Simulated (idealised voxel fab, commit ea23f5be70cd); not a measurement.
This is a process module. Its name is voxel self aligned contacts.
Xsec cut, 225 nm wide, square cell size 5 nm.
How to read a cross-section here: the picture is a grid of square cells, written as bands going from the top down, and any band can span one or more rows of cells.
What a band's entry tells you: where the top is and where the bottom is, as heights in nm, and after that what lies inside, material by material from left to right, each with its width in nm. Empty space is written as the word "air", and a single material marked with the word "full width" occupies the band from edge to edge.
Measure heights from 0. That's the level where, below it, the as-received wafer is all one material. The lowest band is bottomless and extends downward; write it as in "z 0 and below".
Width spec "30 to 40" -> top row of cells at first value, bottom row at second value, equal per-row change in between.
A step reported as "everything unchanged" is a step in which no cell of the cross-section changed.
"Enclosed internal cavities": sealed empty spaces, 8 cells or more, no open way to top, listed width x height at distance, with distance from the left edge and width, height and distance in nm.
The remark found on a step's line after its settings is issued by the simulator itself and pertains to that step.
"overlay nm" denotes, for a step that has a mask, the displacement of the mask to the right of its planned place, with negative values corresponding to the left.

Set out below are the planned steps of the process:
1 RECEIVE [material Si]
2 OXIDIZE [depth nm 5]
3 DIRECTIONAL_DEP [material polySi] [thk nm 30]
4 DIRECTIONAL_DEP [material SiN] [thk nm 20]
5 PATTERN [tone cover] [mask id GATE] [material resist] [width nm 35] [pitch nm 65] [thk nm 15] [overlay nm 0]
6 DIRECTIONAL_ETCH [etch materials SiN] [depth nm 20]
7 DIRECTIONAL_ETCH [etch materials polySi] [depth nm 30]
8 STRIP [etch materials resist]
9 CONFORMAL_DEP [material SiN] [thk nm 5]
10 DIRECTIONAL_ETCH [etch materials SiN] [depth nm 5]
11 FILL_DEP [material SiO2] [thk nm 15]
12 CMP [height nm 60]
13 DIRECTIONAL_DEP [material aC] [thk nm 15]
14 PATTERN [tone open] [mask id CONTACT] [material resist] [width nm 50] [pitch nm 65] [thk nm 30] [overlay nm 0]
15 DIRECTIONAL_ETCH [etch materials aC] [depth nm 15]
16 STRIP [etch materials resist]
17 DIRECTIONAL_ETCH [etch materials SiO2] [depth nm 65]
18 STRIP [etch materials aC]
19 CONFORMAL_DEP [material TiN] [thk nm 5]
20 FILL_DEP [material W] [thk nm 10]
21 CMP [height nm 60]
22 CONFORMAL_DEP [material SiN] [thk nm 5]

Cross-section: wafer on arrival = after step 1:
* z 0 and below  Si full width
* Enclosed internal cavities: none

First wafer of two, sectioned at end of module; run went per plan:
* z 65 to 60  SiN full width
* z 60 to 50  SiO2: 55 / TiN: 5 to 20 / W: 40 to 10 / TiN: 5 to 20 / SiO2: 15 / TiN: 5 to 20 / W: 40 to 10 / TiN: 5 to 20 / SiO2: 55
* z 50 to 30  SiO2: 25 / SiN: 45 / TiN: 5 / W: 10 / TiN: 5 / SiN: 45 / TiN: 5 / W: 10 / TiN: 5 / SiN: 45 / SiO2: 25
* z 30 to 0  SiO2: 25 / SiN: 5 / polySi: 35 / SiN: 5 / TiN: 5 / W: 10 / TiN: 5 / SiN: 5 / polySi: 35 / SiN: 5 / TiN: 5 / W: 10 / TiN: 5 / SiN: 5 / polySi: 35 / SiN: 5 / SiO2: 25
* z 0 to -5  SiO2: 70 / TiN: 20 / SiO2: 45 / TiN: 20 / SiO2: 70
* z -5 and below  Si full width
* Enclosed internal cavities: none

Cross-sectional view: second of two wafers, end of module; start and plan identical to the first, one mistake in running:
* z 65 to 60  SiN full width
* z 60 to 55  SiO2: 55 / TiN: 5 / W: 40 / TiN: 5 / SiO2: 15 / TiN: 5 / W: 40 / TiN: 5 / SiO2: 55
* z 55 to 50  SiO2: 55 / TiN: 50 / SiO2: 15 / TiN: 50 / SiO2: 55
* z 50 to 30  TiN full width
* z 30 to 0  polySi full width
* z 0 to -5  SiO2 full width
* z -5 and below  Si full width
* Enclosed internal cavities: none
Deviation from plan: step 4 ran differently from the plan; actual operation with settings: DIRECTIONAL_DEP [material TiN] [thk nm 20]
End of process, cell counts, second wafer against first, materials with more or fewer: SiN: 144 fewer | SiO2: 92 fewer | TiN: 136 more | W: 44 fewer | polySi: 144 more
